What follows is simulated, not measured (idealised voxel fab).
Proc. module: voxel wiring stack
Cross-section cut spans 220 nm and uses square cells 5 nm in size.
This document writes a cross-section as a grid whose cells are square, and gives it as bands, listed from the top down; one or more rows of cells form a band.
Quick guide to a band line: top height, bottom height (nm) up front; then every material left to right with its width in nm. Only one material and it's marked "throughout"? Then it fills the band edge to edge. And "air" just means empty space.
Measure heights from 0. That's the level where, below it, the as-received wafer is all one material. The lowest band is bottomless and extends downward; write it as in "0..down".
It should be noted that a width expressed as "30..40" varies in equal increments from row to row of cells within the band, taking the value of the first number at the top row and that of the second number at the bottom row.
When a step is marked "remained the same", none of the cells in the cross-section changed during that step.
What "Enclosed internal voids" gives you is every empty space of 8 cells or more that is cut off from the top. Each appears as width x height at distance, with the distance taken from the left edge and width, height and distance all in nm.
Past the settings on a step's line: simulator remark, on that step.
Each step line may optionally specify "overlay nm", which for a step with a mask gives the rightward distance between the mask's planned place and where it lay, a negative value indicating the leftward direction.

# Planned step list for the process
1: op RECEIVE | material Si
2: op CONFORMAL_DEP | material SiO2 | thk nm 15
3: op CONFORMAL_DEP | material SiN | thk nm 5
4: op DIRECTIONAL_DEP | material SiO2 | thk nm 25
5: op DIRECTIONAL_DEP | material aC | thk nm 15
6: op PATTERN | tone open | mask id METAL_1 | material resist | width nm 20 | pitch nm 45 | thk nm 35 | overlay nm 0
7: op DIRECTIONAL_ETCH | etch materials aC | depth nm 15
8: op STRIP | etch materials resist
9: op DIRECTIONAL_ETCH | etch materials SiO2 | depth nm 25
10: op DIRECTIONAL_ETCH | etch materials SiN | depth nm 5
11: op STRIP | etch materials aC
12: op CONFORMAL_DEP | material TiN | thk nm 5
13: op FILL_DEP | material Ru | thk nm 10
14: op CMP | height nm 45
15: op EPI | material Ru | thk nm 5
16: op FILL_DEP | material SiCN | thk nm 5
17: op DIRECTIONAL_DEP | material lowk | thk nm 10
18: op PATTERN | tone open | mask id PLUG_1 | material resist | width nm 15 | pitch nm 90 | thk nm 15 | overlay nm 0
19: op DIRECTIONAL_ETCH | etch materials lowk | depth nm 10
20: op DIRECTIONAL_ETCH | etch materials SiCN | depth nm 5
21: op STRIP | etch materials resist
22: op EPI | material Ru | thk nm 10
23: op EPI | material Ru | thk nm 5
24: op DIRECTIONAL_DEP | material TiN | thk nm 5
25: op DIRECTIONAL_DEP | material Ru | thk nm 20
26: op DIRECTIONAL_DEP | material aC | thk nm 10
27: op PATTERN | tone cover | mask id METAL_2 | material resist | width nm 20 | pitch nm 45 | thk nm 30 | overlay nm 0
28: op DIRECTIONAL_ETCH | etch materials aC | depth nm 10
29: op STRIP | etch materials resist
30: op DIRECTIONAL_ETCH | etch materials Ru | depth nm 20
31: op DIRECTIONAL_ETCH | etch materials TiN | depth nm 5
32: op STRIP | etch materials aC
33: op CONFORMAL_DEP | material SiN | thk nm 5
34: op FILL_DEP | material lowk | thk nm 10
35: op CMP | height nm 90
36: op CONFORMAL_DEP | material SiCN | thk nm 5
37: op DIRECTIONAL_DEP | material SiO2 | thk nm 10
38: op PATTERN | tone open | mask id PLUG_2 | material resist | width nm 15 | pitch nm 90 | thk nm 20 | overlay nm 0
39: op DIRECTIONAL_ETCH | etch materials SiO2 | depth nm 10
40: op DIRECTIONAL_ETCH | etch materials SiCN | depth nm 5
41: op STRIP | etch materials resist
42: op EPI | material Ru | thk nm 10
43: op EPI | material Ru | thk nm 5
44: op CONFORMAL_DEP | material SiCN | thk nm 5
45: op DIRECTIONAL_DEP | material lowk | thk nm 25
46: op MASKED_ETCH | tone open | mask id METAL_3 | width nm 20 | pitch nm 45 | etch materials lowk | depth nm 25 | overlay nm 0
47: op MASKED_ETCH | tone open | mask id METAL_3 | width nm 20 | pitch nm 45 | etch materials SiCN | depth nm 5 | overlay nm 0
48: op CONFORMAL_DEP | material TiN | thk nm 5
49: op FILL_DEP | material Ru | thk nm 5
50: op CMP | height nm 135
51: op CONFORMAL_DEP | material SiCN | thk nm 5

# as received, after step 1
    0..down | Si throughout
    Enclosed internal voids: none

# Wafer at module end, in section. Began as above, planned as above, run with one mistake
    140..135 | SiCN throughout
    135..110 | 30 lowk  5 TiN  10 Ru  5 TiN  25 lowk  5 TiN  10 Ru  5 TiN  25 lowk  5 TiN  10 Ru  5 TiN  25 lowk  5 TiN  10 Ru  5 TiN  35 lowk
    110..105 | 30 SiCN  20 TiN  25 SiCN  20 TiN  25 SiCN  20 TiN  25 SiCN  20 TiN  35 SiCN
    105..95 | 30 SiO2  15 Ru  75 SiO2  15 Ru  85 SiO2
    95..90 | 30 SiCN  15 Ru  75 SiCN  15 Ru  85 SiCN
    90..70 | 25 lowk  5 SiN  20 Ru  5 SiN  15 lowk  5 SiN  20 Ru  5 SiN  15 lowk  5 SiN  20 Ru  5 SiN  15 lowk  5 SiN  20 Ru  5 SiN  30 lowk
    70..65 | 30 SiN  20 TiN  25 SiN  20 TiN  25 SiN  20 TiN  25 SiN  20 TiN  35 SiN
    65..55 | 30 lowk  15 Ru  75 lowk  15 Ru  85 lowk
    55..50 | 30 SiCN  15 Ru  75 SiCN  15 Ru  85 SiCN
    50..40 | Ru throughout
    40..35 | 35 TiN  10 Ru  35 TiN  10 Ru  35 TiN  10 Ru  35 TiN  10 Ru  40 TiN
    35..20 | 30 SiO2  5 TiN  10 Ru  5 TiN  25 SiO2  5 TiN  10 Ru  5 TiN  25 SiO2  5 TiN  10 Ru  5 TiN  25 SiO2  5 TiN  10 Ru  5 TiN  35 SiO2
    20..15 | 30 SiN  20 TiN  25 SiN  20 TiN  25 SiN  20 TiN  25 SiN  20 TiN  35 SiN
    15..0 | SiO2 throughout
    0..down | Si throughout
    Enclosed internal voids: none
what went wrong: contrary to plan, step 4 was performed as op DIRECTIONAL_DEP | material SiO2 | thk nm 15
